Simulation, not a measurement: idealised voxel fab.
This is a process module. Its name is voxel tone inversion.
In the cross-section labelled cut, the width is 210 nm and each square cell is 5 nm.
This document writes a cross-section as a grid whose cells are square, and gives it as bands, listed from the top down; one or more rows of cells form a band. The band entry comprises the height of the band's top followed by the height of its bottom, expressed in nm, and subsequently the band's materials from left to right, each stated together with its width in nm. Where a single material is marked with the word "full width", that material fills the band from edge to edge. The word "air" represents empty space. Heights are expressed relative to 0, this being the level below which the as-received wafer comprises one material exclusively. The lowest band is unbounded in the downward direction and is denoted as in "0 down". The two numbers in a width such as "30->40" mark its ends across the band: the first belongs to the top row of cells, the second to the bottom row, and from each row to the next the width moves by the same amount. "remains unaltered" for a step: no cell of the cross-section changed in that step. In "Enclosed internal voids" the enclosed voids are listed, meaning empty spaces of 8 cells or larger without any opening to the top. The form is width x height at distance, distance from the left edge, units nm. Read whatever lies past the settings on a step's line as the simulator's own remark about the step. overlay nm: mask right of planned place by this much (step with mask). Neg. = left.

### Steps in the process plan
step 1: RECEIVE | material Si
step 2: CONFORMAL_DEP | material SiCN | thk nm 10
step 3: DIRECTIONAL_DEP | material aC | thk nm 15
step 4: PATTERN | tone cover | mask id POSTS | material resist | width nm 15 | pitch nm 30 | thk nm 25 | overlay nm -15
step 5: DIRECTIONAL_ETCH | etch materials aC | depth nm 15
step 6: STRIP | etch materials resist
step 7: FILL_DEP | material lowk | thk nm 10
step 8: CMP | height nm 25
step 9: STRIP | etch materials aC
Wafer-to-wafer difference: overlay nm, step 4. Common start. Plan = first wafer's value.

### Sectional view: first of several wafers, as received, after step 1
0 down  Si full width
Enclosed internal voids: none

### Heads up, this table goes wafer by wafer. A row tells you, at the end of the module, how many cells of each material that wafer has put on (+) or dropped (-) since it was received, and then its closed voids
overlay nm -15; +84 SiCN; +108 lowk; Enclosed internal voids: none
overlay nm -10; +84 SiCN; +108 lowk; Enclosed internal voids: none
overlay nm -5; +84 SiCN; +108 lowk; Enclosed internal voids: none
overlay nm 0; +84 SiCN; +108 lowk; Enclosed internal voids: none
overlay nm 5; +84 SiCN; +108 lowk; Enclosed internal voids: none
overlay nm 10; +84 SiCN; +108 lowk; Enclosed internal voids: none
overlay nm 15; +84 SiCN; +108 lowk; Enclosed internal voids: none
